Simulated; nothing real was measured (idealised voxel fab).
Proc. module: voxel wiring stack
This is section cut - it's 210 nm across, gridded in 5 nm square cells.
Cross-section layout: square cells on a grid; listed as bands, top to bottom; a band spans one or more cell rows. Band entry format. Leading values: height of top, height of bottom, nm. Remainder: materials in left-to-right order, each with its width in nm. Special words: "full width" on a single material, which then fills the band edge to edge; "blank", empty space. Height 0 is the level under which the wafer as received is all one material. The lowest band goes on downwards, as in "from 0 down". Top row gets the first number, bottom row gets the second, and each row in between changes by the same step: that is how a band width like "30..40" works. Take "nothing was modified" at face value: in the step it is given for, the cross-section changed in none of its cells. Closed empty spaces (no open way to the top) of 8 cells or more are what "Enclosed void list" lists, each as width x height at distance from the left edge, nm for all three. Formally, on a step line, whatever follows the settings is a remark that the simulator itself makes on the step. The "overlay nm" setting may appear on a step's line; for a step that uses a mask, it gives how far to the right of its planned position the mask lay, and a negative value indicates the left.

**Intended process steps**
step 1: RECEIVE (material Si)
step 2: CONFORMAL_DEP (material SiO2; thk nm 10)
step 3: CONFORMAL_DEP (material SiCN; thk nm 5)
step 4: DIRECTIONAL_DEP (material SiO2; thk nm 25)
step 5: MASKED_ETCH (tone open; mask id METAL_1; width nm 30; pitch nm 45; etch materials SiO2; depth nm 25; overlay nm 0)
step 6: MASKED_ETCH (tone open; mask id METAL_1; width nm 30; pitch nm 45; etch materials SiCN; depth nm 5; overlay nm 0)
step 7: CONFORMAL_DEP (material TiN; thk nm 5)
step 8: FILL_DEP (material W; thk nm 10)
step 9: CMP (height nm 40)
step 10: EPI (material Ru; thk nm 5)
step 11: FILL_DEP (material SiCN; thk nm 5)
step 12: DIRECTIONAL_DEP (material SiO2; thk nm 35)
step 13: DIRECTIONAL_DEP (material aC; thk nm 15)
step 14: PATTERN (tone open; mask id METAL_2_HOLES; material resist; width nm 15; pitch nm 45; thk nm 30; overlay nm 0)
step 15: DIRECTIONAL_ETCH (etch materials aC; depth nm 15)
step 16: STRIP (etch materials resist)
step 17: DIRECTIONAL_ETCH (etch materials SiO2; depth nm 35)
step 18: STRIP (etch materials aC)
step 19: PATTERN (tone open; mask id METAL_2; material resist; width nm 30; pitch nm 45; thk nm 20; overlay nm 0)
step 20: DIRECTIONAL_ETCH (etch materials SiO2; depth nm 20)
step 21: DIRECTIONAL_ETCH (etch materials SiCN; depth nm 5)
step 22: STRIP (etch materials resist)
step 23: CONFORMAL_DEP (material TiN; thk nm 5)
step 24: FILL_DEP (material Cu; thk nm 10)
step 25: CMP (height nm 85)
step 26: CONFORMAL_DEP (material SiCN; thk nm 5)

**The first wafer of two, processed as planned**

**Wafer at receipt (post step 1), cross-section**
	from 0 down: Si full width
	Enclosed void list: none

**after step 2**
	from 10 to 0: SiO2 full width
	All layers under 0 are left as they were.

**after step 3**
	from 15 to 10: SiCN full width
	All layers under 10 are left as they were.

**after step 4**
	from 40 to 15: SiO2 full width
	All layers under 15 are left as they were.

**after step 5**
	from 40 to 15: 65 nm SiO2, 30 nm blank, 15 nm SiO2, 30 nm blank, 70 nm SiO2
	All layers under 15 are left as they were.

**after step 6**
	from 40 to 15: 65 nm SiO2, 30 nm blank, 15 nm SiO2, 30 nm blank, 70 nm SiO2
	from 15 to 10: 65 nm SiCN, 30 nm blank, 15 nm SiCN, 30 nm blank, 70 nm SiCN
	All layers under 10 are left as they were.

**after step 7**
	from 45 to 40: 70 nm TiN, 20 nm blank, 25 nm TiN, 20 nm blank, 75 nm TiN
	from 40 to 15: 65 nm SiO2, 5 nm TiN, 20 nm blank, 5 nm TiN, 15 nm SiO2, 5 nm TiN, 20 nm blank, 5 nm TiN, 70 nm SiO2
	from 15 to 10: 65 nm SiCN, 30 nm TiN, 15 nm SiCN, 30 nm TiN, 70 nm SiCN
	All layers under 10 are left as they were.

**after step 8**
	from 55 to 45: W full width
	from 45 to 40: 70 nm TiN, 20 nm W, 25 nm TiN, 20 nm W, 75 nm TiN
	from 40 to 15: 65 nm SiO2, 5 nm TiN, 20 nm W, 5 nm TiN, 15 nm SiO2, 5 nm TiN, 20 nm W, 5 nm TiN, 70 nm SiO2
	All layers under 15 are left as they were.

**after step 9**
	from 40 to 15: 65 nm SiO2, 5 nm TiN, 20 nm W, 5 nm TiN, 15 nm SiO2, 5 nm TiN, 20 nm W, 5 nm TiN, 70 nm SiO2
	All layers under 15 are left as they were.

**after step 10**
	from 45 to 40: 60 nm blank, 40 nm Ru, 5 nm blank, 40 nm Ru, 65 nm blank
	All layers under 40 are left as they were.

**after step 11**
	from 50 to 45: SiCN full width
	from 45 to 40: 60 nm SiCN, 40 nm Ru, 5 nm SiCN, 40 nm Ru, 65 nm SiCN
	All layers under 40 are left as they were.

**after step 12**
	from 85 to 50: SiO2 full width
	All layers under 50 are left as they were.

**after step 13**
	from 100 to 85: aC full width
	All layers under 85 are left as they were.

**after step 14**
	from 130 to 100: 65 nm resist, 15 nm blank, 30 nm resist, 15 nm blank, 85 nm resist
	All layers under 100 are left as they were.

**after step 15**
	from 115 to 100: 65 nm resist, 15 nm blank, 30 nm resist, 15 nm blank, 85 nm resist
	from 100 to 85: 65 nm aC, 15 nm blank, 30 nm aC, 15 nm blank, 85 nm aC
	All layers under 85 are left as they were.

**after step 16**
	from 100 to 85: 65 nm aC, 15 nm blank, 30 nm aC, 15 nm blank, 85 nm aC
	All layers under 85 are left as they were.

**after step 17**
	from 100 to 85: 65 nm aC, 15 nm blank, 30 nm aC, 15 nm blank, 85 nm aC
	from 85 to 50: 65 nm SiO2, 15 nm blank, 30 nm SiO2, 15 nm blank, 85 nm SiO2
	All layers under 50 are left as they were.

**after step 18**
	from 85 to 50: 65 nm SiO2, 15 nm blank, 30 nm SiO2, 15 nm blank, 85 nm SiO2
	All layers under 50 are left as they were.

**after step 19**
	from 105 to 85: 65 nm resist, 30 nm blank, 15 nm resist, 30 nm blank, 70 nm resist
	All layers under 85 are left as they were.

**after step 20**
	from 105 to 85: 65 nm resist, 30 nm blank, 15 nm resist, 30 nm blank, 70 nm resist
	from 85 to 65: 65 nm SiO2, 30 nm blank, 15 nm SiO2, 30 nm blank, 70 nm SiO2
	All layers under 65 are left as they were.

**after step 21**
	from 105 to 85: 65 nm resist, 30 nm blank, 15 nm resist, 30 nm blank, 70 nm resist
	from 85 to 65: 65 nm SiO2, 30 nm blank, 15 nm SiO2, 30 nm blank, 70 nm SiO2
	from 65 to 50: 65 nm SiO2, 15 nm blank, 30 nm SiO2, 15 nm blank, 85 nm SiO2
	from 50 to 45: 65 nm SiCN, 15 nm blank, 30 nm SiCN, 15 nm blank, 85 nm SiCN
	All layers under 45 are left as they were.

**after step 22**
	from 85 to 65: 65 nm SiO2, 30 nm blank, 15 nm SiO2, 30 nm blank, 70 nm SiO2
	All layers under 65 are left as they were.

**after step 23**
	from 90 to 85: 70 nm TiN, 20 nm blank, 25 nm TiN, 20 nm blank, 75 nm TiN
	from 85 to 70: 65 nm SiO2, 5 nm TiN, 20 nm blank, 5 nm TiN, 15 nm SiO2, 5 nm TiN, 20 nm blank, 5 nm TiN, 70 nm SiO2
	from 70 to 65: 65 nm SiO2, 5 nm TiN, 5 nm blank, 20 nm TiN, 15 nm SiO2, 5 nm TiN, 5 nm blank, 20 nm TiN, 70 nm SiO2
	from 65 to 50: 65 nm SiO2, 5 nm TiN, 5 nm blank, 5 nm TiN, 30 nm SiO2, 5 nm TiN, 5 nm blank, 5 nm TiN, 85 nm SiO2
	from 50 to 45: 65 nm SiCN, 15 nm TiN, 30 nm SiCN, 15 nm TiN, 85 nm SiCN
	All layers under 45 are left as they were.

**after step 24**
	from 100 to 90: Cu full width
	from 90 to 85: 70 nm TiN, 20 nm Cu, 25 nm TiN, 20 nm Cu, 75 nm TiN
	from 85 to 70: 65 nm SiO2, 5 nm TiN, 20 nm Cu, 5 nm TiN, 15 nm SiO2, 5 nm TiN, 20 nm Cu, 5 nm TiN, 70 nm SiO2
	from 70 to 65: 65 nm SiO2, 5 nm TiN, 5 nm Cu, 20 nm TiN, 15 nm SiO2, 5 nm TiN, 5 nm Cu, 20 nm TiN, 70 nm SiO2
	from 65 to 50: 65 nm SiO2, 5 nm TiN, 5 nm Cu, 5 nm TiN, 30 nm SiO2, 5 nm TiN, 5 nm Cu, 5 nm TiN, 85 nm SiO2
	All layers under 50 are left as they were.

**after step 25**
	from 85 to 70: 65 nm SiO2, 5 nm TiN, 20 nm Cu, 5 nm TiN, 15 nm SiO2, 5 nm TiN, 20 nm Cu, 5 nm TiN, 70 nm SiO2
	All layers under 70 are left as they were.

**after step 26**
	from 90 to 85: SiCN full width
	All layers under 85 are left as they were.

**Second of two: same start, same plan, one run error; steps up to and including 1 match the first**

**Look at the second wafer in cross-section at the time step 2 ought to have finished**
	from 15 to 0: SiO2 full width
	All layers under 0 are left as they were.

**Look at the second wafer in cross-section at the time step 3 ought to have finished**
	from 20 to 15: SiCN full width
	All layers under 15 are left as they were.

**Look at the second wafer in cross-section at the time step 4 ought to have finished**
	from 45 to 20: SiO2 full width
	All layers under 20 are left as they were.

**Look at the second wafer in cross-section at the time step 5 ought to have finished**
	from 45 to 20: 65 nm SiO2, 30 nm blank, 15 nm SiO2, 30 nm blank, 70 nm SiO2
	All layers under 20 are left as they were.

**Look at the second wafer in cross-section at the time step 6 ought to have finished**
	from 45 to 20: 65 nm SiO2, 30 nm blank, 15 nm SiO2, 30 nm blank, 70 nm SiO2
	from 20 to 15: 65 nm SiCN, 30 nm blank, 15 nm SiCN, 30 nm blank, 70 nm SiCN
	All layers under 15 are left as they were.

**Look at the second wafer in cross-section at the time step 7 ought to have finished**
	from 50 to 45: 70 nm TiN, 20 nm blank, 25 nm TiN, 20 nm blank, 75 nm TiN
	from 45 to 20: 65 nm SiO2, 5 nm TiN, 20 nm blank, 5 nm TiN, 15 nm SiO2, 5 nm TiN, 20 nm blank, 5 nm TiN, 70 nm SiO2
	from 20 to 15: 65 nm SiCN, 30 nm TiN, 15 nm SiCN, 30 nm TiN, 70 nm SiCN
	All layers under 15 are left as they were.

**Look at the second wafer in cross-section at the time step 8 ought to have finished**
	from 60 to 50: W full width
	from 50 to 45: 70 nm TiN, 20 nm W, 25 nm TiN, 20 nm W, 75 nm TiN
	from 45 to 20: 65 nm SiO2, 5 nm TiN, 20 nm W, 5 nm TiN, 15 nm SiO2, 5 nm TiN, 20 nm W, 5 nm TiN, 70 nm SiO2
	All layers under 20 are left as they were.

**Look at the second wafer in cross-section at the time step 9 ought to have finished**
	from 40 to 20: 65 nm SiO2, 5 nm TiN, 20 nm W, 5 nm TiN, 15 nm SiO2, 5 nm TiN, 20 nm W, 5 nm TiN, 70 nm SiO2
	All layers under 20 are left as they were.

**Look at the second wafer in cross-section at the time step 10 ought to have finished**
	from 45 to 40: 60 nm blank, 40 nm Ru, 5 nm blank, 40 nm Ru, 65 nm blank
	All layers under 40 are left as they were.

**Look at the second wafer in cross-section at the time step 11 ought to have finished**
	from 50 to 45: SiCN full width
	from 45 to 40: 60 nm SiCN, 40 nm Ru, 5 nm SiCN, 40 nm Ru, 65 nm SiCN
	All layers under 40 are left as they were.

**Look at the second wafer in cross-section at the time step 12 ought to have finished**
	from 85 to 50: SiO2 full width
	All layers under 50 are left as they were.

**Look at the second wafer in cross-section at the time step 13 ought to have finished**
	from 100 to 85: aC full width
	All layers under 85 are left as they were.

**Look at the second wafer in cross-section at the time step 14 ought to have finished**
	from 130 to 100: 65 nm resist, 15 nm blank, 30 nm resist, 15 nm blank, 85 nm resist
	All layers under 100 are left as they were.

**Look at the second wafer in cross-section at the time step 15 ought to have finished**
	from 115 to 100: 65 nm resist, 15 nm blank, 30 nm resist, 15 nm blank, 85 nm resist
	from 100 to 85: 65 nm aC, 15 nm blank, 30 nm aC, 15 nm blank, 85 nm aC
	All layers under 85 are left as they were.

**Look at the second wafer in cross-section at the time step 16 ought to have finished**
	from 100 to 85: 65 nm aC, 15 nm blank, 30 nm aC, 15 nm blank, 85 nm aC
	All layers under 85 are left as they were.

**Look at the second wafer in cross-section at the time step 17 ought to have finished**
	from 100 to 85: 65 nm aC, 15 nm blank, 30 nm aC, 15 nm blank, 85 nm aC
	from 85 to 50: 65 nm SiO2, 15 nm blank, 30 nm SiO2, 15 nm blank, 85 nm SiO2
	All layers under 50 are left as they were.

**Look at the second wafer in cross-section at the time step 18 ought to have finished**
	from 85 to 50: 65 nm SiO2, 15 nm blank, 30 nm SiO2, 15 nm blank, 85 nm SiO2
	All layers under 50 are left as they were.

**Look at the second wafer in cross-section at the time step 19 ought to have finished**
	from 105 to 85: 65 nm resist, 30 nm blank, 15 nm resist, 30 nm blank, 70 nm resist
	All layers under 85 are left as they were.

**Look at the second wafer in cross-section at the time step 20 ought to have finished**
	from 105 to 85: 65 nm resist, 30 nm blank, 15 nm resist, 30 nm blank, 70 nm resist
	from 85 to 65: 65 nm SiO2, 30 nm blank, 15 nm SiO2, 30 nm blank, 70 nm SiO2
	All layers under 65 are left as they were.

**Look at the second wafer in cross-section at the time step 21 ought to have finished**
	from 105 to 85: 65 nm resist, 30 nm blank, 15 nm resist, 30 nm blank, 70 nm resist
	from 85 to 65: 65 nm SiO2, 30 nm blank, 15 nm SiO2, 30 nm blank, 70 nm SiO2
	from 65 to 50: 65 nm SiO2, 15 nm blank, 30 nm SiO2, 15 nm blank, 85 nm SiO2
	from 50 to 45: 65 nm SiCN, 15 nm blank, 30 nm SiCN, 15 nm blank, 85 nm SiCN
	All layers under 45 are left as they were.

**Look at the second wafer in cross-section at the time step 22 ought to have finished**
	from 85 to 65: 65 nm SiO2, 30 nm blank, 15 nm SiO2, 30 nm blank, 70 nm SiO2
	All layers under 65 are left as they were.

**Look at the second wafer in cross-section at the time step 23 ought to have finished**
	from 90 to 85: 70 nm TiN, 20 nm blank, 25 nm TiN, 20 nm blank, 75 nm TiN
	from 85 to 70: 65 nm SiO2, 5 nm TiN, 20 nm blank, 5 nm TiN, 15 nm SiO2, 5 nm TiN, 20 nm blank, 5 nm TiN, 70 nm SiO2
	from 70 to 65: 65 nm SiO2, 5 nm TiN, 5 nm blank, 20 nm TiN, 15 nm SiO2, 5 nm TiN, 5 nm blank, 20 nm TiN, 70 nm SiO2
	from 65 to 50: 65 nm SiO2, 5 nm TiN, 5 nm blank, 5 nm TiN, 30 nm SiO2, 5 nm TiN, 5 nm blank, 5 nm TiN, 85 nm SiO2
	from 50 to 45: 65 nm SiCN, 15 nm TiN, 30 nm SiCN, 15 nm TiN, 85 nm SiCN
	All layers under 45 are left as they were.

**Look at the second wafer in cross-section at the time step 24 ought to have finished**
	from 100 to 90: Cu full width
	from 90 to 85: 70 nm TiN, 20 nm Cu, 25 nm TiN, 20 nm Cu, 75 nm TiN
	from 85 to 70: 65 nm SiO2, 5 nm TiN, 20 nm Cu, 5 nm TiN, 15 nm SiO2, 5 nm TiN, 20 nm Cu, 5 nm TiN, 70 nm SiO2
	from 70 to 65: 65 nm SiO2, 5 nm TiN, 5 nm Cu, 20 nm TiN, 15 nm SiO2, 5 nm TiN, 5 nm Cu, 20 nm TiN, 70 nm SiO2
	from 65 to 50: 65 nm SiO2, 5 nm TiN, 5 nm Cu, 5 nm TiN, 30 nm SiO2, 5 nm TiN, 5 nm Cu, 5 nm TiN, 85 nm SiO2
	All layers under 50 are left as they were.

**Look at the second wafer in cross-section at the time step 25 ought to have finished**
	from 85 to 70: 65 nm SiO2, 5 nm TiN, 20 nm Cu, 5 nm TiN, 15 nm SiO2, 5 nm TiN, 20 nm Cu, 5 nm TiN, 70 nm SiO2
	All layers under 70 are left as they were.

**Look at the second wafer in cross-section at the time step 26 ought to have finished**
	from 90 to 85: SiCN full width
	All layers under 85 are left as they were.
Short version of what went wrong: step 2 went in with a setting other than planned; the actual run was CONFORMAL_DEP (material SiO2; thk nm 15)
Count the cells at the end and the second wafer has more or fewer of some materials than the first: 12 more of SiO2 | 4 fewer of TiN | 8 fewer of W
